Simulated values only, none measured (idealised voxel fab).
Name of the process module below: voxel self aligned vias
Xsec cut, 280 nm wide, square cell size 5 nm.
If you're reading a cross-section in this doc, picture square cells in a grid; it comes to you as bands, top ones listed first down to the bottom, and a band can be one or more rows of cells. First you get the band's top height and its bottom height, in nm, and then the materials it's made of, left to right, with each width in nm. If you see a single material with "edge to edge", that one covers the band edge to edge. "empty" is empty space. The reference from which all heights are counted is 0, the level beneath which the as-received wafer is entirely one material; the lowest band, having no lower bound, proceeds downward and is written after the example "0 nm and below". The width entry "30..40" should be interpreted row by row: the top row of cells in the band takes the first number, the bottom row takes the second number, and the change between adjacent rows is uniform throughout. "no alterations made" -> step changed no cross-section cell. Empty spaces counting at least 8 cells and having no open way to the top are listed in "Closed-off voids". The notation width x height at distance is used for each, the distance being from the left edge and all three values in nm. Whatever follows a step's settings on its line is a remark the simulator itself makes about that step. The optional step-line setting "overlay nm" applies to steps with a mask and quantifies how far to the right of its planned location the mask lay, a negative value indicating leftward placement.

-- The planned process steps are enumerated hereunder
step 1: RECEIVE,material Si
step 2: CONFORMAL_DEP,material SiO2,thk nm 15
step 3: CONFORMAL_DEP,material SiCN,thk nm 5
step 4: DIRECTIONAL_DEP,material SiO2,thk nm 30
step 5: DIRECTIONAL_DEP,material aC,thk nm 10
step 6: PATTERN,tone open,mask id LINES,material resist,width nm 20,pitch nm 45,thk nm 25,overlay nm 0
step 7: DIRECTIONAL_ETCH,etch materials aC,depth nm 10
step 8: STRIP,etch materials resist
step 9: DIRECTIONAL_ETCH,etch materials SiO2,depth nm 30
step 10: STRIP,etch materials aC
step 11: CONFORMAL_DEP,material TiN,thk nm 5
step 12: FILL_DEP,material Ru,thk nm 5
step 13: CMP,height nm 50
step 14: SELECTIVE_ETCH,etch materials W Ru TiN,depth nm 10
step 15: FILL_DEP,material SiN,thk nm 5
step 16: CMP,height nm 50
step 17: DIRECTIONAL_DEP,material SiO2,thk nm 15
step 18: DIRECTIONAL_DEP,material aC,thk nm 10
step 19: PATTERN,tone open,mask id VIAS,material resist,width nm 30,thk nm 25,overlay nm 0
step 20: DIRECTIONAL_ETCH,etch materials aC,depth nm 10
step 21: STRIP,etch materials resist
step 22: DIRECTIONAL_ETCH,etch materials SiO2,depth nm 15
step 23: DIRECTIONAL_ETCH,etch materials SiN,depth nm 10
step 24: STRIP,etch materials aC
step 25: CONFORMAL_DEP,material TiN,thk nm 5
step 26: FILL_DEP,material Ru,thk nm 10
step 27: CMP,height nm 65
step 28: CONFORMAL_DEP,material SiCN,thk nm 5

-- Of two wafers, the first: run according to plan

-- Incoming wafer in cross-section (state: after step 1)
* 0 nm and below: Si edge to edge
* Closed-off voids: none

-- Cross-section through the wafer, step 2 finished
* 15 nm to 0 nm: SiO2 edge to edge
* Unchanged below 0.

-- Cross-section through the wafer, step 3 finished
* 20 nm to 15 nm: SiCN edge to edge
* Unchanged below 15.

-- Cross-section through the wafer, step 4 finished
* 50 nm to 20 nm: SiO2 edge to edge
* Unchanged below 20.

-- Cross-section through the wafer, step 5 finished
* 60 nm to 50 nm: aC edge to edge
* Unchanged below 50.

-- Cross-section through the wafer, step 6 finished
* 85 nm to 60 nm: 105 nm resist, then 20 nm empty, then 25 nm resist, then 20 nm empty, then 110 nm resist
* Unchanged below 60.

-- Cross-section through the wafer, step 7 finished
* 75 nm to 60 nm: 105 nm resist, then 20 nm empty, then 25 nm resist, then 20 nm empty, then 110 nm resist
* 60 nm to 50 nm: 105 nm aC, then 20 nm empty, then 25 nm aC, then 20 nm empty, then 110 nm aC
* Unchanged below 50.

-- Cross-section through the wafer, step 8 finished
* 60 nm to 50 nm: 105 nm aC, then 20 nm empty, then 25 nm aC, then 20 nm empty, then 110 nm aC
* Unchanged below 50.

-- Cross-section through the wafer, step 9 finished
* 60 nm to 50 nm: 105 nm aC, then 20 nm empty, then 25 nm aC, then 20 nm empty, then 110 nm aC
* 50 nm to 20 nm: 105 nm SiO2, then 20 nm empty, then 25 nm SiO2, then 20 nm empty, then 110 nm SiO2
* Unchanged below 20.

-- Cross-section through the wafer, step 10 finished
* 50 nm to 20 nm: 105 nm SiO2, then 20 nm empty, then 25 nm SiO2, then 20 nm empty, then 110 nm SiO2
* Unchanged below 20.

-- Cross-section through the wafer, step 11 finished
* 55 nm to 50 nm: 110 nm TiN, then 10 nm empty, then 35 nm TiN, then 10 nm empty, then 115 nm TiN
* 50 nm to 25 nm: 105 nm SiO2, then 5 nm TiN, then 10 nm empty, then 5 nm TiN, then 25 nm SiO2, then 5 nm TiN, then 10 nm empty, then 5 nm TiN, then 110 nm SiO2
* 25 nm to 20 nm: 105 nm SiO2, then 20 nm TiN, then 25 nm SiO2, then 20 nm TiN, then 110 nm SiO2
* Unchanged below 20.

-- Cross-section through the wafer, step 12 finished
* 60 nm to 55 nm: Ru edge to edge
* 55 nm to 50 nm: 110 nm TiN, then 10 nm Ru, then 35 nm TiN, then 10 nm Ru, then 115 nm TiN
* 50 nm to 25 nm: 105 nm SiO2, then 5 nm TiN, then 10 nm Ru, then 5 nm TiN, then 25 nm SiO2, then 5 nm TiN, then 10 nm Ru, then 5 nm TiN, then 110 nm SiO2
* Unchanged below 25.

-- Cross-section through the wafer, step 13 finished
* 50 nm to 25 nm: 105 nm SiO2, then 5 nm TiN, then 10 nm Ru, then 5 nm TiN, then 25 nm SiO2, then 5 nm TiN, then 10 nm Ru, then 5 nm TiN, then 110 nm SiO2
* Unchanged below 25.

-- Cross-section through the wafer, step 14 finished
* 50 nm to 40 nm: 105 nm SiO2, then 20 nm empty, then 25 nm SiO2, then 20 nm empty, then 110 nm SiO2
* Unchanged below 40.

-- Cross-section through the wafer, step 15 finished
* 55 nm to 50 nm: SiN edge to edge
* 50 nm to 40 nm: 105 nm SiO2, then 20 nm SiN, then 25 nm SiO2, then 20 nm SiN, then 110 nm SiO2
* Unchanged below 40.

-- Cross-section through the wafer, step 16 finished
* 50 nm to 40 nm: 105 nm SiO2, then 20 nm SiN, then 25 nm SiO2, then 20 nm SiN, then 110 nm SiO2
* Unchanged below 40.

-- Cross-section through the wafer, step 17 finished
* 65 nm to 50 nm: SiO2 edge to edge
* Unchanged below 50.

-- Cross-section through the wafer, step 18 finished
* 75 nm to 65 nm: aC edge to edge
* Unchanged below 65.

-- Cross-section through the wafer, step 19 finished
* 100 nm to 75 nm: 100 nm resist, then 30 nm empty, then 150 nm resist
* Unchanged below 75.

-- Cross-section through the wafer, step 20 finished
* 90 nm to 75 nm: 100 nm resist, then 30 nm empty, then 150 nm resist
* 75 nm to 65 nm: 100 nm aC, then 30 nm empty, then 150 nm aC
* Unchanged below 65.

-- Cross-section through the wafer, step 21 finished
* 75 nm to 65 nm: 100 nm aC, then 30 nm empty, then 150 nm aC
* Unchanged below 65.

-- Cross-section through the wafer, step 22 finished
* 75 nm to 65 nm: 100 nm aC, then 30 nm empty, then 150 nm aC
* 65 nm to 50 nm: 100 nm SiO2, then 30 nm empty, then 150 nm SiO2
* Unchanged below 50.

-- Cross-section through the wafer, step 23 finished
* 75 nm to 65 nm: 100 nm aC, then 30 nm empty, then 150 nm aC
* 65 nm to 50 nm: 100 nm SiO2, then 30 nm empty, then 150 nm SiO2
* 50 nm to 40 nm: 105 nm SiO2, then 20 nm empty, then 25 nm SiO2, then 20 nm SiN, then 110 nm SiO2
* Unchanged below 40.

-- Cross-section through the wafer, step 24 finished
* 65 nm to 50 nm: 100 nm SiO2, then 30 nm empty, then 150 nm SiO2
* Unchanged below 50.

-- Cross-section through the wafer, step 25 finished
* 70 nm to 65 nm: 105 nm TiN, then 20 nm empty, then 155 nm TiN
* 65 nm to 55 nm: 100 nm SiO2, then 5 nm TiN, then 20 nm empty, then 5 nm TiN, then 150 nm SiO2
* 55 nm to 50 nm: 100 nm SiO2, then 10 nm TiN, then 10 nm empty, then 10 nm TiN, then 150 nm SiO2
* 50 nm to 45 nm: 105 nm SiO2, then 5 nm TiN, then 10 nm empty, then 5 nm TiN, then 25 nm SiO2, then 20 nm SiN, then 110 nm SiO2
* 45 nm to 40 nm: 105 nm SiO2, then 20 nm TiN, then 25 nm SiO2, then 20 nm SiN, then 110 nm SiO2
* Unchanged below 40.

-- Cross-section through the wafer, step 26 finished
* 80 nm to 70 nm: Ru edge to edge
* 70 nm to 65 nm: 105 nm TiN, then 20 nm Ru, then 155 nm TiN
* 65 nm to 55 nm: 100 nm SiO2, then 5 nm TiN, then 20 nm Ru, then 5 nm TiN, then 150 nm SiO2
* 55 nm to 50 nm: 100 nm SiO2, then 10 nm TiN, then 10 nm Ru, then 10 nm TiN, then 150 nm SiO2
* 50 nm to 45 nm: 105 nm SiO2, then 5 nm TiN, then 10 nm Ru, then 5 nm TiN, then 25 nm SiO2, then 20 nm SiN, then 110 nm SiO2
* Unchanged below 45.

-- Cross-section through the wafer, step 27 finished
* 65 nm to 55 nm: 100 nm SiO2, then 5 nm TiN, then 20 nm Ru, then 5 nm TiN, then 150 nm SiO2
* Unchanged below 55.

-- Cross-section through the wafer, step 28 finished
* 70 nm to 65 nm: SiCN edge to edge
* Unchanged below 65.

-- Second Wafer (Identical Start and Plan, One Processing Error; Matches First Wafer Through Step 18)

-- Second wafer, sectioned view, at step 19's planned end time
* 100 nm to 75 nm: 100 nm resist, then 35 nm empty, then 145 nm resist
* Unchanged below 75.

-- Second wafer, sectioned view, at step 20's planned end time
* 90 nm to 75 nm: 100 nm resist, then 35 nm empty, then 145 nm resist
* 75 nm to 65 nm: 100 nm aC, then 35 nm empty, then 145 nm aC
* Unchanged below 65.

-- Second wafer, sectioned view, at step 21's planned end time
* 75 nm to 65 nm: 100 nm aC, then 35 nm empty, then 145 nm aC
* Unchanged below 65.

-- Second wafer, sectioned view, at step 22's planned end time
* 75 nm to 65 nm: 100 nm aC, then 35 nm empty, then 145 nm aC
* 65 nm to 50 nm: 100 nm SiO2, then 35 nm empty, then 145 nm SiO2
* Unchanged below 50.

-- Second wafer, sectioned view, at step 23's planned end time
* 75 nm to 65 nm: 100 nm aC, then 35 nm empty, then 145 nm aC
* 65 nm to 50 nm: 100 nm SiO2, then 35 nm empty, then 145 nm SiO2
* 50 nm to 40 nm: 105 nm SiO2, then 20 nm empty, then 25 nm SiO2, then 20 nm SiN, then 110 nm SiO2
* Unchanged below 40.

-- Second wafer, sectioned view, at step 24's planned end time
* 65 nm to 50 nm: 100 nm SiO2, then 35 nm empty, then 145 nm SiO2
* Unchanged below 50.

-- Second wafer, sectioned view, at step 25's planned end time
* 70 nm to 65 nm: 105 nm TiN, then 25 nm empty, then 150 nm TiN
* 65 nm to 55 nm: 100 nm SiO2, then 5 nm TiN, then 25 nm empty, then 5 nm TiN, then 145 nm SiO2
* 55 nm to 50 nm: 100 nm SiO2, then 10 nm TiN, then 10 nm empty, then 15 nm TiN, then 145 nm SiO2
* 50 nm to 45 nm: 105 nm SiO2, then 5 nm TiN, then 10 nm empty, then 5 nm TiN, then 25 nm SiO2, then 20 nm SiN, then 110 nm SiO2
* 45 nm to 40 nm: 105 nm SiO2, then 20 nm TiN, then 25 nm SiO2, then 20 nm SiN, then 110 nm SiO2
* Unchanged below 40.

-- Second wafer, sectioned view, at step 26's planned end time
* 80 nm to 70 nm: Ru edge to edge
* 70 nm to 65 nm: 105 nm TiN, then 25 nm Ru, then 150 nm TiN
* 65 nm to 55 nm: 100 nm SiO2, then 5 nm TiN, then 25 nm Ru, then 5 nm TiN, then 145 nm SiO2
* 55 nm to 50 nm: 100 nm SiO2, then 10 nm TiN, then 10 nm Ru, then 15 nm TiN, then 145 nm SiO2
* 50 nm to 45 nm: 105 nm SiO2, then 5 nm TiN, then 10 nm Ru, then 5 nm TiN, then 25 nm SiO2, then 20 nm SiN, then 110 nm SiO2
* Unchanged below 45.

-- Second wafer, sectioned view, at step 27's planned end time
* 65 nm to 55 nm: 100 nm SiO2, then 5 nm TiN, then 25 nm Ru, then 5 nm TiN, then 145 nm SiO2
* Unchanged below 55.

-- Second wafer, sectioned view, at step 28's planned end time
* 70 nm to 65 nm: SiCN edge to edge
* Unchanged below 65.
Deviation noted in wafer processing: step 19 went in with a setting other than planned; the actual run was PATTERN,tone open,mask id VIAS,material resist,width nm 35,thk nm 25,overlay nm 0
at the end the second wafer has, in cells: +2 Ru, -3 SiO2, +1 TiN
